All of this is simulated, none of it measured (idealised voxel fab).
Module name: voxel spacer lines (process module)
In the cross-section labelled cut, the width is 250 nm and each square cell is 5 nm.
Throughout this document, each cross-section is represented as a grid of square cells and is presented as a sequence of bands enumerated from the top downward, where a band comprises one or more rows of cells. In this notation a band is specified by the heights of its top and bottom, in that order and in nm, after which its materials appear from left to right, each paired with its width in nm. The word "throughout" attached to a single material means that material fills the band from edge to edge; the word "air" stands for empty space. Where do heights start? At 0: under that level the wafer as delivered is made of one material only. And the lowest band has no floor; it just carries on downward, as in "0..down". The expression "30->40" gives the width at the extremes of the band, the first number at its top row of cells and the second at its bottom row, with the width changing by equal amounts from each row to the next in between. Step marked "stayed the same"? Then no cell in the cross-section changed in it. Closed empty spaces (no open way to the top) of 8 cells or more are what "Closed void list" lists, each as width x height at distance from the left edge, nm for all three. Post-settings text on a step line: simulator's own remark regarding the step. "overlay nm" answers the question of how far to the right of plan the mask lay on a step that has a mask, and when it is negative the answer is to the left.
-- List of planned process steps
| 1 | RECEIVE [material Si] |
| 2 | CONFORMAL_DEP [material Al2O3] [thk nm 10] |
| 3 | DIRECTIONAL_DEP [material SiN] [thk nm 20] |
| 4 | DIRECTIONAL_DEP [material aC] [thk nm 20] |
| 5 | PATTERN [tone cover] [mask id MANDREL] [material resist] [width nm 15] [pitch nm 50] [thk nm 30] [overlay nm 0] |
| 6 | DIRECTIONAL_ETCH [etch materials aC] [depth nm 20] |
| 7 | STRIP [etch materials resist] |
| 8 | CONFORMAL_DEP [material SiO2] [thk nm 10] |
| 9 | DIRECTIONAL_ETCH [etch materials SiO2] [depth nm 10] |
| 10 | STRIP [etch materials aC] |
| 11 | DIRECTIONAL_ETCH [etch materials SiN] [depth nm 20] |
| 12 | STRIP [etch materials SiO2] |
| 13 | FILL_DEP [material lowk] [thk nm 5] |
| 14 | CMP [height nm 30] |
-- The first wafer of two, processed as planned
-- Incoming wafer in cross-section (state: after step 1)
  0..down: Si throughout
  Closed void list: none
-- The wafer in cross-section once step 2 is complete
  10..0: Al2O3 throughout
  Under the height 0 nothing was changed.
-- The wafer in cross-section once step 3 is complete
  30..10: SiN throughout
  Under the height 10 nothing was changed.
-- The wafer in cross-section once step 4 is complete
  50..30: aC throughout
  Under the height 30 nothing was changed.
-- The wafer in cross-section once step 5 is complete
  80..50: air 65  resist 15  air 35  resist 15  air 35  resist 15  air 70
  Under the height 50 nothing was changed.
-- The wafer in cross-section once step 6 is complete
  60..50: air 65  resist 15  air 35  resist 15  air 35  resist 15  air 70
  50..30: air 65  aC 15  air 35  aC 15  air 35  aC 15  air 70
  Under the height 30 nothing was changed.
-- The wafer in cross-section once step 7 is complete
  50..30: air 65  aC 15  air 35  aC 15  air 35  aC 15  air 70
  Under the height 30 nothing was changed.
-- The wafer in cross-section once step 8 is complete
  60..50: air 55  SiO2 35  air 15  SiO2 35  air 15  SiO2 35  air 60
  50..40: air 55  SiO2 10  aC 15  SiO2 10  air 15  SiO2 10  aC 15  SiO2 10  air 15  SiO2 10  aC 15  SiO2 10  air 60
  40..30: SiO2 65  aC 15  SiO2 35  aC 15  SiO2 35  aC 15  SiO2 70
  Under the height 30 nothing was changed.
-- The wafer in cross-section once step 9 is complete
  50..30: air 55  SiO2 10  aC 15  SiO2 10  air 15  SiO2 10  aC 15  SiO2 10  air 15  SiO2 10  aC 15  SiO2 10  air 60
  Under the height 30 nothing was changed.
-- The wafer in cross-section once step 10 is complete
  50..30: air 55  SiO2 10  air 15  SiO2 10  air 15  SiO2 10  air 15  SiO2 10  air 15  SiO2 10  air 15  SiO2 10  air 60
  Under the height 30 nothing was changed.
-- The wafer in cross-section once step 11 is complete
  50..30: air 55  SiO2 10  air 15  SiO2 10  air 15  SiO2 10  air 15  SiO2 10  air 15  SiO2 10  air 15  SiO2 10  air 60
  30..10: air 55  SiN 10  air 15  SiN 10  air 15  SiN 10  air 15  SiN 10  air 15  SiN 10  air 15  SiN 10  air 60
  Under the height 10 nothing was changed.
-- The wafer in cross-section once step 12 is complete
  30..10: air 55  SiN 10  air 15  SiN 10  air 15  SiN 10  air 15  SiN 10  air 15  SiN 10  air 15  SiN 10  air 60
  Under the height 10 nothing was changed.
-- The wafer in cross-section once step 13 is complete
  35..30: lowk throughout
  30..10: lowk 55  SiN 10  lowk 15  SiN 10  lowk 15  SiN 10  lowk 15  SiN 10  lowk 15  SiN 10  lowk 15  SiN 10  lowk 60
  Under the height 10 nothing was changed.
-- The wafer in cross-section once step 14 is complete
  30..10: lowk 55  SiN 10  lowk 15  SiN 10  lowk 15  SiN 10  lowk 15  SiN 10  lowk 15  SiN 10  lowk 15  SiN 10  lowk 60
  Under the height 10 nothing was changed.
-- Second wafer: same start and same plan as the first, one execution error; identical to the first through step 4
-- The second wafer cut through, at the time step 5 was supposed to be finished
  80..50: air 70  resist 15  air 35  resist 15  air 35  resist 15  air 65
  Under the height 50 nothing was changed.
-- The second wafer cut through, at the time step 6 was supposed to be finished
  60..50: air 70  resist 15  air 35  resist 15  air 35  resist 15  air 65
  50..30: air 70  aC 15  air 35  aC 15  air 35  aC 15  air 65
  Under the height 30 nothing was changed.
-- The second wafer cut through, at the time step 7 was supposed to be finished
  50..30: air 70  aC 15  air 35  aC 15  air 35  aC 15  air 65
  Under the height 30 nothing was changed.
-- The second wafer cut through, at the time step 8 was supposed to be finished
  60..50: air 60  SiO2 35  air 15  SiO2 35  air 15  SiO2 35  air 55
  50..40: air 60  SiO2 10  aC 15  SiO2 10  air 15  SiO2 10  aC 15  SiO2 10  air 15  SiO2 10  aC 15  SiO2 10  air 55
  40..30: SiO2 70  aC 15  SiO2 35  aC 15  SiO2 35  aC 15  SiO2 65
  Under the height 30 nothing was changed.
-- The second wafer cut through, at the time step 9 was supposed to be finished
  50..30: air 60  SiO2 10  aC 15  SiO2 10  air 15  SiO2 10  aC 15  SiO2 10  air 15  SiO2 10  aC 15  SiO2 10  air 55
  Under the height 30 nothing was changed.
-- The second wafer cut through, at the time step 10 was supposed to be finished
  50..30: air 60  SiO2 10  air 15  SiO2 10  air 15  SiO2 10  air 15  SiO2 10  air 15  SiO2 10  air 15  SiO2 10  air 55
  Under the height 30 nothing was changed.
-- The second wafer cut through, at the time step 11 was supposed to be finished
  50..30: air 60  SiO2 10  air 15  SiO2 10  air 15  SiO2 10  air 15  SiO2 10  air 15  SiO2 10  air 15  SiO2 10  air 55
  30..10: air 60  SiN 10  air 15  SiN 10  air 15  SiN 10  air 15  SiN 10  air 15  SiN 10  air 15  SiN 10  air 55
  Under the height 10 nothing was changed.
-- The second wafer cut through, at the time step 12 was supposed to be finished
  30..10: air 60  SiN 10  air 15  SiN 10  air 15  SiN 10  air 15  SiN 10  air 15  SiN 10  air 15  SiN 10  air 55
  Under the height 10 nothing was changed.
-- The second wafer cut through, at the time step 13 was supposed to be finished
  35..30: lowk throughout
  30..10: lowk 60  SiN 10  lowk 15  SiN 10  lowk 15  SiN 10  lowk 15  SiN 10  lowk 15  SiN 10  lowk 15  SiN 10  lowk 55
  Under the height 10 nothing was changed.
-- The second wafer cut through, at the time step 14 was supposed to be finished
  30..10: lowk 60  SiN 10  lowk 15  SiN 10  lowk 15  SiN 10  lowk 15  SiN 10  lowk 15  SiN 10  lowk 15  SiN 10  lowk 55
  Under the height 10 nothing was changed.
what went wrong: step 5 deviated from plan and actually ran as PATTERN [tone cover] [mask id MANDREL] [material resist] [width nm 15] [pitch nm 50] [thk nm 30] [overlay nm 5]
Both wafers, final: cells per material equal; arrangement not.
